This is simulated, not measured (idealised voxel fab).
Herein follows the process module entitled voxel capacitor over wiring.
The figure presents cross-section cut, which has a width of 220 nm and is divided into square cells with an edge length of 5 nm.
Cross-section = grid of square cells, listed top down in bands; band = one or more rows.
Top height, bottom height, nm. Materials left to right, width each, nm. Single material + "throughout" = fills band edge to edge. "air" = empty.
Where do heights start? At 0: under that level the wafer as delivered is made of one material only. And the lowest band has no floor; it just carries on downward, as in "top 0, no bottom".
A width given as "30->40" starts at the first number in the band's top row and ends at the second number in its bottom row, shifting by an equal amount at every step from row to row.
Where a step carries "no alteration", the cross-section came out of it unchanged, cell for cell.
"Closed cavities": sealed empty spaces, 8 cells or more, no open way to top, listed width x height at distance, with distance from the left edge and width, height and distance in nm.
Step line, after settings: the simulator's comment on this step.
overlay nm, on a step with a mask: how far to the right of its planned place the mask lay; to the left if negative

So here's the lineup of process steps we planned
1) RECEIVE (material Si)
2) CONFORMAL_DEP (material SiO2; thk nm 15)
3) CONFORMAL_DEP (material SiCN; thk nm 5)
4) DIRECTIONAL_DEP (material SiO2; thk nm 20)
5) DIRECTIONAL_DEP (material aC; thk nm 10)
6) PATTERN (tone open; mask id METAL_1; material resist; width nm 25; pitch nm 75; thk nm 25; overlay nm 0)
7) DIRECTIONAL_ETCH (etch materials aC; depth nm 10)
8) STRIP (etch materials resist)
9) DIRECTIONAL_ETCH (etch materials SiO2; depth nm 20)
10) DIRECTIONAL_ETCH (etch materials SiCN; depth nm 5)
11) STRIP (etch materials aC)
12) CONFORMAL_DEP (material TiN; thk nm 5)
13) FILL_DEP (material Ru; thk nm 10)
14) CMP (height nm 40)
15) EPI (material Ru; thk nm 5)
16) FILL_DEP (material SiCN; thk nm 5)
17) DIRECTIONAL_DEP (material lowk; thk nm 10)
18) PATTERN (tone open; mask id PLUG_1; material resist; width nm 15; thk nm 20; overlay nm 0)
19) DIRECTIONAL_ETCH (etch materials lowk; depth nm 10)
20) DIRECTIONAL_ETCH (etch materials SiCN; depth nm 5)
21) STRIP (etch materials resist)
22) EPI (material Ru; thk nm 10)
23) EPI (material Ru; thk nm 5)
24) DIRECTIONAL_DEP (material TiN; thk nm 10)
25) DIRECTIONAL_DEP (material HfO2; thk nm 5)
26) DIRECTIONAL_DEP (material TiN; thk nm 10)
27) DIRECTIONAL_DEP (material aC; thk nm 10)
28) PATTERN (tone cover; mask id UPPER_PLATE; material resist; width nm 55; thk nm 30; overlay nm 0)
29) DIRECTIONAL_ETCH (etch materials aC; depth nm 10)
30) STRIP (etch materials resist)
31) DIRECTIONAL_ETCH (etch materials TiN; depth nm 10)
32) DIRECTIONAL_ETCH (etch materials HfO2; depth nm 5)
33) STRIP (etch materials aC)
34) DIRECTIONAL_DEP (material aC; thk nm 10)
35) PATTERN (tone cover; mask id LOWER_PLATE; material resist; width nm 65; thk nm 25; overlay nm 0)
36) DIRECTIONAL_ETCH (etch materials aC; depth nm 10)
37) STRIP (etch materials resist)
38) DIRECTIONAL_ETCH (etch materials TiN; depth nm 10)
39) STRIP (etch materials aC)
40) FILL_DEP (material SiO2; thk nm 20)
41) CMP (height nm 100)
42) MASKED_ETCH (tone open; mask id PLUG_2; width nm 15; etch materials SiO2; depth nm 15; overlay nm 0)
43) CONFORMAL_DEP (material TiN; thk nm 5)
44) FILL_DEP (material Cu; thk nm 5)
45) CMP (height nm 100)
46) CONFORMAL_DEP (material SiN; thk nm 5)

First of two wafers: run as planned

Cross-section, incoming material, after step 1
  top 0, no bottom: Si throughout
  Closed cavities: none

Once step 2 is through, the wafer looks like this in cross-section
  top 15, bottom 0: SiO2 throughout
  Nothing below the height 0 has changed.

Once step 3 is through, the wafer looks like this in cross-section
  top 20, bottom 15: SiCN throughout
  Nothing below the height 15 has changed.

Once step 4 is through, the wafer looks like this in cross-section
  top 40, bottom 20: SiO2 throughout
  Nothing below the height 20 has changed.

Once step 5 is through, the wafer looks like this in cross-section
  top 50, bottom 40: aC throughout
  Nothing below the height 40 has changed.

Once step 6 is through, the wafer looks like this in cross-section
  top 75, bottom 50: resist (60), then air (25), then resist (50), then air (25), then resist (60)
  Nothing below the height 50 has changed.

Once step 7 is through, the wafer looks like this in cross-section
  top 65, bottom 50: resist (60), then air (25), then resist (50), then air (25), then resist (60)
  top 50, bottom 40: aC (60), then air (25), then aC (50), then air (25), then aC (60)
  Nothing below the height 40 has changed.

Once step 8 is through, the wafer looks like this in cross-section
  top 50, bottom 40: aC (60), then air (25), then aC (50), then air (25), then aC (60)
  Nothing below the height 40 has changed.

Once step 9 is through, the wafer looks like this in cross-section
  top 50, bottom 40: aC (60), then air (25), then aC (50), then air (25), then aC (60)
  top 40, bottom 20: SiO2 (60), then air (25), then SiO2 (50), then air (25), then SiO2 (60)
  Nothing below the height 20 has changed.

Once step 10 is through, the wafer looks like this in cross-section
  top 50, bottom 40: aC (60), then air (25), then aC (50), then air (25), then aC (60)
  top 40, bottom 20: SiO2 (60), then air (25), then SiO2 (50), then air (25), then SiO2 (60)
  top 20, bottom 15: SiCN (60), then air (25), then SiCN (50), then air (25), then SiCN (60)
  Nothing below the height 15 has changed.

Once step 11 is through, the wafer looks like this in cross-section
  top 40, bottom 20: SiO2 (60), then air (25), then SiO2 (50), then air (25), then SiO2 (60)
  Nothing below the height 20 has changed.

Once step 12 is through, the wafer looks like this in cross-section
  top 45, bottom 40: TiN (65), then air (15), then TiN (60), then air (15), then TiN (65)
  top 40, bottom 20: SiO2 (60), then TiN (5), then air (15), then TiN (5), then SiO2 (50), then TiN (5), then air (15), then TiN (5), then SiO2 (60)
  top 20, bottom 15: SiCN (60), then TiN (25), then SiCN (50), then TiN (25), then SiCN (60)
  Nothing below the height 15 has changed.

Once step 13 is through, the wafer looks like this in cross-section
  top 55, bottom 45: Ru throughout
  top 45, bottom 40: TiN (65), then Ru (15), then TiN (60), then Ru (15), then TiN (65)
  top 40, bottom 20: SiO2 (60), then TiN (5), then Ru (15), then TiN (5), then SiO2 (50), then TiN (5), then Ru (15), then TiN (5), then SiO2 (60)
  Nothing below the height 20 has changed.

Once step 14 is through, the wafer looks like this in cross-section
  top 40, bottom 20: SiO2 (60), then TiN (5), then Ru (15), then TiN (5), then SiO2 (50), then TiN (5), then Ru (15), then TiN (5), then SiO2 (60)
  Nothing below the height 20 has changed.

Once step 15 is through, the wafer looks like this in cross-section
  top 45, bottom 40: air (55), then Ru (35), then air (40), then Ru (35), then air (55)
  Nothing below the height 40 has changed.

Once step 16 is through, the wafer looks like this in cross-section
  top 50, bottom 45: SiCN throughout
  top 45, bottom 40: SiCN (55), then Ru (35), then SiCN (40), then Ru (35), then SiCN (55)
  Nothing below the height 40 has changed.

Once step 17 is through, the wafer looks like this in cross-section
  top 60, bottom 50: lowk throughout
  Nothing below the height 50 has changed.

Once step 18 is through, the wafer looks like this in cross-section
  top 80, bottom 60: resist (70), then air (15), then resist (135)
  Nothing below the height 60 has changed.

Once step 19 is through, the wafer looks like this in cross-section
  top 80, bottom 60: resist (70), then air (15), then resist (135)
  top 60, bottom 50: lowk (70), then air (15), then lowk (135)
  Nothing below the height 50 has changed.

Once step 20 is through, the wafer looks like this in cross-section
  top 80, bottom 60: resist (70), then air (15), then resist (135)
  top 60, bottom 50: lowk (70), then air (15), then lowk (135)
  top 50, bottom 45: SiCN (70), then air (15), then SiCN (135)
  Nothing below the height 45 has changed.

Once step 21 is through, the wafer looks like this in cross-section
  top 60, bottom 50: lowk (70), then air (15), then lowk (135)
  Nothing below the height 50 has changed.

Once step 22 is through, the wafer looks like this in cross-section
  top 60, bottom 55: lowk (70), then air (15), then lowk (135)
  top 55, bottom 50: lowk (70), then Ru (15), then lowk (135)
  top 50, bottom 45: SiCN (70), then Ru (15), then SiCN (135)
  Nothing below the height 45 has changed.

Once step 23 is through, the wafer looks like this in cross-section
  top 60, bottom 50: lowk (70), then Ru (15), then lowk (135)
  Nothing below the height 50 has changed.

Once step 24 is through, the wafer looks like this in cross-section
  top 70, bottom 60: TiN throughout
  Nothing below the height 60 has changed.

Once step 25 is through, the wafer looks like this in cross-section
  top 75, bottom 70: HfO2 throughout
  Nothing below the height 70 has changed.

Once step 26 is through, the wafer looks like this in cross-section
  top 85, bottom 75: TiN throughout
  Nothing below the height 75 has changed.

Once step 27 is through, the wafer looks like this in cross-section
  top 95, bottom 85: aC throughout
  Nothing below the height 85 has changed.

Once step 28 is through, the wafer looks like this in cross-section
  top 125, bottom 95: air (70), then resist (55), then air (95)
  Nothing below the height 95 has changed.

Once step 29 is through, the wafer looks like this in cross-section
  top 115, bottom 95: air (70), then resist (55), then air (95)
  top 95, bottom 85: air (70), then aC (55), then air (95)
  Nothing below the height 85 has changed.

Once step 30 is through, the wafer looks like this in cross-section
  top 95, bottom 85: air (70), then aC (55), then air (95)
  Nothing below the height 85 has changed.

Once step 31 is through, the wafer looks like this in cross-section
  top 95, bottom 85: air (70), then aC (55), then air (95)
  top 85, bottom 75: air (70), then TiN (55), then air (95)
  Nothing below the height 75 has changed.

Once step 32 is through, the wafer looks like this in cross-section
  top 95, bottom 85: air (70), then aC (55), then air (95)
  top 85, bottom 75: air (70), then TiN (55), then air (95)
  top 75, bottom 70: air (70), then HfO2 (55), then air (95)
  Nothing below the height 70 has changed.

Once step 33 is through, the wafer looks like this in cross-section
  top 85, bottom 75: air (70), then TiN (55), then air (95)
  Nothing below the height 75 has changed.

Once step 34 is through, the wafer looks like this in cross-section
  top 95, bottom 85: air (70), then aC (55), then air (95)
  top 85, bottom 80: air (70), then TiN (55), then air (95)
  top 80, bottom 75: aC (70), then TiN (55), then aC (95)
  top 75, bottom 70: aC (70), then HfO2 (55), then aC (95)
  Nothing below the height 70 has changed.

Once step 35 is through, the wafer looks like this in cross-section
  top 120, bottom 95: air (65), then resist (65), then air (90)
  top 95, bottom 85: air (65), then resist (5), then aC (55), then resist (5), then air (90)
  top 85, bottom 80: air (65), then resist (5), then TiN (55), then resist (5), then air (90)
  Nothing below the height 80 has changed.

Once step 36 is through, the wafer looks like this in cross-section
  top 110, bottom 95: air (65), then resist (65), then air (90)
  top 95, bottom 85: air (65), then resist (5), then aC (55), then resist (5), then air (90)
  top 85, bottom 80: air (65), then resist (5), then TiN (55), then resist (5), then air (90)
  top 80, bottom 75: air (65), then aC (5), then TiN (55), then aC (5), then air (90)
  top 75, bottom 70: air (65), then aC (5), then HfO2 (55), then aC (5), then air (90)
  Nothing below the height 70 has changed.

Once step 37 is through, the wafer looks like this in cross-section
  top 95, bottom 85: air (70), then aC (55), then air (95)
  top 85, bottom 80: air (70), then TiN (55), then air (95)
  Nothing below the height 80 has changed.

Once step 38 is through, the wafer looks like this in cross-section
  top 95, bottom 85: air (70), then aC (55), then air (95)
  top 85, bottom 80: air (70), then TiN (55), then air (95)
  top 80, bottom 75: air (65), then aC (5), then TiN (55), then aC (5), then air (90)
  top 75, bottom 70: air (65), then aC (5), then HfO2 (55), then aC (5), then air (90)
  top 70, bottom 60: air (65), then TiN (65), then air (90)
  Nothing below the height 60 has changed.

Once step 39 is through, the wafer looks like this in cross-section
  top 85, bottom 75: air (70), then TiN (55), then air (95)
  top 75, bottom 70: air (70), then HfO2 (55), then air (95)
  Nothing below the height 70 has changed.

Once step 40 is through, the wafer looks like this in cross-section
  top 105, bottom 85: SiO2 throughout
  top 85, bottom 75: SiO2 (70), then TiN (55), then SiO2 (95)
  top 75, bottom 70: SiO2 (70), then HfO2 (55), then SiO2 (95)
  top 70, bottom 60: SiO2 (65), then TiN (65), then SiO2 (90)
  Nothing below the height 60 has changed.

Once step 41 is through, the wafer looks like this in cross-section
  top 100, bottom 85: SiO2 throughout
  Nothing below the height 85 has changed.

Once step 42 is through, the wafer looks like this in cross-section
  top 100, bottom 85: SiO2 (80), then air (15), then SiO2 (125)
  Nothing below the height 85 has changed.

Once step 43 is through, the wafer looks like this in cross-section
  top 105, bottom 100: TiN (85), then air (5), then TiN (130)
  top 100, bottom 90: SiO2 (80), then TiN (5), then air (5), then TiN (5), then SiO2 (125)
  top 90, bottom 85: SiO2 (80), then TiN (15), then SiO2 (125)
  Nothing below the height 85 has changed.

Once step 44 is through, the wafer looks like this in cross-section
  top 110, bottom 105: Cu throughout
  top 105, bottom 100: TiN (85), then Cu (5), then TiN (130)
  top 100, bottom 90: SiO2 (80), then TiN (5), then Cu (5), then TiN (5), then SiO2 (125)
  Nothing below the height 90 has changed.

Once step 45 is through, the wafer looks like this in cross-section
  top 100, bottom 90: SiO2 (80), then TiN (5), then Cu (5), then TiN (5), then SiO2 (125)
  Nothing below the height 90 has changed.

Once step 46 is through, the wafer looks like this in cross-section
  top 105, bottom 100: SiN throughout
  Nothing below the height 100 has changed.

It is to be noted that the second wafer proceeded from the same initial state and according to the same plan as the first, although one mistake was committed in its execution; through step 3, inclusive, the two wafers share an identical history

The second wafer cut through, at the time step 4 was supposed to be finished
  top 40, bottom 20: TiN throughout
  Nothing below the height 20 has changed.

The second wafer cut through, at the time step 5 was supposed to be finished
  top 50, bottom 40: aC throughout
  Nothing below the height 40 has changed.

The second wafer cut through, at the time step 6 was supposed to be finished
  top 75, bottom 50: resist (60), then air (25), then resist (50), then air (25), then resist (60)
  Nothing below the height 50 has changed.

The second wafer cut through, at the time step 7 was supposed to be finished
  top 65, bottom 50: resist (60), then air (25), then resist (50), then air (25), then resist (60)
  top 50, bottom 40: aC (60), then air (25), then aC (50), then air (25), then aC (60)
  Nothing below the height 40 has changed.

The second wafer cut through, at the time step 8 was supposed to be finished
  top 50, bottom 40: aC (60), then air (25), then aC (50), then air (25), then aC (60)
  Nothing below the height 40 has changed.

The second wafer cut through, at the time step 9 was supposed to be finished: no alteration

The second wafer cut through, at the time step 10 was supposed to be finished: no alteration

The second wafer cut through, at the time step 11 was supposed to be finished
  top 40, bottom 20: TiN throughout
  Nothing below the height 20 has changed.

The second wafer cut through, at the time step 12 was supposed to be finished
  top 45, bottom 20: TiN throughout
  Nothing below the height 20 has changed.

The second wafer cut through, at the time step 13 was supposed to be finished
  top 55, bottom 45: Ru throughout
  Nothing below the height 45 has changed.

The second wafer cut through, at the time step 14 was supposed to be finished
  top 40, bottom 20: TiN throughout
  Nothing below the height 20 has changed.

The second wafer cut through, at the time step 15 was supposed to be finished
  top 45, bottom 40: Ru throughout
  Nothing below the height 40 has changed.

The second wafer cut through, at the time step 16 was supposed to be finished
  top 50, bottom 45: SiCN throughout
  Nothing below the height 45 has changed.

The second wafer cut through, at the time step 17 was supposed to be finished
  top 60, bottom 50: lowk throughout
  Nothing below the height 50 has changed.

The second wafer cut through, at the time step 18 was supposed to be finished
  top 80, bottom 60: resist (70), then air (15), then resist (135)
  Nothing below the height 60 has changed.

The second wafer cut through, at the time step 19 was supposed to be finished
  top 80, bottom 60: resist (70), then air (15), then resist (135)
  top 60, bottom 50: lowk (70), then air (15), then lowk (135)
  Nothing below the height 50 has changed.

The second wafer cut through, at the time step 20 was supposed to be finished
  top 80, bottom 60: resist (70), then air (15), then resist (135)
  top 60, bottom 50: lowk (70), then air (15), then lowk (135)
  top 50, bottom 45: SiCN (70), then air (15), then SiCN (135)
  Nothing below the height 45 has changed.

The second wafer cut through, at the time step 21 was supposed to be finished
  top 60, bottom 50: lowk (70), then air (15), then lowk (135)
  Nothing below the height 50 has changed.

The second wafer cut through, at the time step 22 was supposed to be finished
  top 60, bottom 55: lowk (70), then air (15), then lowk (135)
  top 55, bottom 50: lowk (70), then Ru (15), then lowk (135)
  top 50, bottom 45: SiCN (70), then Ru (15), then SiCN (135)
  Nothing below the height 45 has changed.

The second wafer cut through, at the time step 23 was supposed to be finished
  top 60, bottom 50: lowk (70), then Ru (15), then lowk (135)
  Nothing below the height 50 has changed.

The second wafer cut through, at the time step 24 was supposed to be finished
  top 70, bottom 60: TiN throughout
  Nothing below the height 60 has changed.

The second wafer cut through, at the time step 25 was supposed to be finished
  top 75, bottom 70: HfO2 throughout
  Nothing below the height 70 has changed.

The second wafer cut through, at the time step 26 was supposed to be finished
  top 85, bottom 75: TiN throughout
  Nothing below the height 75 has changed.

The second wafer cut through, at the time step 27 was supposed to be finished
  top 95, bottom 85: aC throughout
  Nothing below the height 85 has changed.

The second wafer cut through, at the time step 28 was supposed to be finished
  top 125, bottom 95: air (70), then resist (55), then air (95)
  Nothing below the height 95 has changed.

The second wafer cut through, at the time step 29 was supposed to be finished
  top 115, bottom 95: air (70), then resist (55), then air (95)
  top 95, bottom 85: air (70), then aC (55), then air (95)
  Nothing below the height 85 has changed.

The second wafer cut through, at the time step 30 was supposed to be finished
  top 95, bottom 85: air (70), then aC (55), then air (95)
  Nothing below the height 85 has changed.

The second wafer cut through, at the time step 31 was supposed to be finished
  top 95, bottom 85: air (70), then aC (55), then air (95)
  top 85, bottom 75: air (70), then TiN (55), then air (95)
  Nothing below the height 75 has changed.

The second wafer cut through, at the time step 32 was supposed to be finished
  top 95, bottom 85: air (70), then aC (55), then air (95)
  top 85, bottom 75: air (70), then TiN (55), then air (95)
  top 75, bottom 70: air (70), then HfO2 (55), then air (95)
  Nothing below the height 70 has changed.

The second wafer cut through, at the time step 33 was supposed to be finished
  top 85, bottom 75: air (70), then TiN (55), then air (95)
  Nothing below the height 75 has changed.

The second wafer cut through, at the time step 34 was supposed to be finished
  top 95, bottom 85: air (70), then aC (55), then air (95)
  top 85, bottom 80: air (70), then TiN (55), then air (95)
  top 80, bottom 75: aC (70), then TiN (55), then aC (95)
  top 75, bottom 70: aC (70), then HfO2 (55), then aC (95)
  Nothing below the height 70 has changed.

The second wafer cut through, at the time step 35 was supposed to be finished
  top 120, bottom 95: air (65), then resist (65), then air (90)
  top 95, bottom 85: air (65), then resist (5), then aC (55), then resist (5), then air (90)
  top 85, bottom 80: air (65), then resist (5), then TiN (55), then resist (5), then air (90)
  Nothing below the height 80 has changed.

The second wafer cut through, at the time step 36 was supposed to be finished
  top 110, bottom 95: air (65), then resist (65), then air (90)
  top 95, bottom 85: air (65), then resist (5), then aC (55), then resist (5), then air (90)
  top 85, bottom 80: air (65), then resist (5), then TiN (55), then resist (5), then air (90)
  top 80, bottom 75: air (65), then aC (5), then TiN (55), then aC (5), then air (90)
  top 75, bottom 70: air (65), then aC (5), then HfO2 (55), then aC (5), then air (90)
  Nothing below the height 70 has changed.

The second wafer cut through, at the time step 37 was supposed to be finished
  top 95, bottom 85: air (70), then aC (55), then air (95)
  top 85, bottom 80: air (70), then TiN (55), then air (95)
  Nothing below the height 80 has changed.

The second wafer cut through, at the time step 38 was supposed to be finished
  top 95, bottom 85: air (70), then aC (55), then air (95)
  top 85, bottom 80: air (70), then TiN (55), then air (95)
  top 80, bottom 75: air (65), then aC (5), then TiN (55), then aC (5), then air (90)
  top 75, bottom 70: air (65), then aC (5), then HfO2 (55), then aC (5), then air (90)
  top 70, bottom 60: air (65), then TiN (65), then air (90)
  Nothing below the height 60 has changed.

The second wafer cut through, at the time step 39 was supposed to be finished
  top 85, bottom 75: air (70), then TiN (55), then air (95)
  top 75, bottom 70: air (70), then HfO2 (55), then air (95)
  Nothing below the height 70 has changed.

The second wafer cut through, at the time step 40 was supposed to be finished
  top 105, bottom 85: SiO2 throughout
  top 85, bottom 75: SiO2 (70), then TiN (55), then SiO2 (95)
  top 75, bottom 70: SiO2 (70), then HfO2 (55), then SiO2 (95)
  top 70, bottom 60: SiO2 (65), then TiN (65), then SiO2 (90)
  Nothing below the height 60 has changed.

The second wafer cut through, at the time step 41 was supposed to be finished
  top 100, bottom 85: SiO2 throughout
  Nothing below the height 85 has changed.

The second wafer cut through, at the time step 42 was supposed to be finished
  top 100, bottom 85: SiO2 (80), then air (15), then SiO2 (125)
  Nothing below the height 85 has changed.

The second wafer cut through, at the time step 43 was supposed to be finished
  top 105, bottom 100: TiN (85), then air (5), then TiN (130)
  top 100, bottom 90: SiO2 (80), then TiN (5), then air (5), then TiN (5), then SiO2 (125)
  top 90, bottom 85: SiO2 (80), then TiN (15), then SiO2 (125)
  Nothing below the height 85 has changed.

The second wafer cut through, at the time step 44 was supposed to be finished
  top 110, bottom 105: Cu throughout
  top 105, bottom 100: TiN (85), then Cu (5), then TiN (130)
  top 100, bottom 90: SiO2 (80), then TiN (5), then Cu (5), then TiN (5), then SiO2 (125)
  Nothing below the height 90 has changed.

The second wafer cut through, at the time step 45 was supposed to be finished
  top 100, bottom 90: SiO2 (80), then TiN (5), then Cu (5), then TiN (5), then SiO2 (125)
  Nothing below the height 90 has changed.

The second wafer cut through, at the time step 46 was supposed to be finished
  top 105, bottom 100: SiN throughout
  Nothing below the height 100 has changed.
Against the plan, the run slipped here: not per plan at step 4, really ran DIRECTIONAL_DEP (material TiN; thk nm 20)
Final tally in cells, some materials are higher or lower on the second wafer than on the first: Ru +6 | SiCN -20 | SiO2 -136 | TiN +150
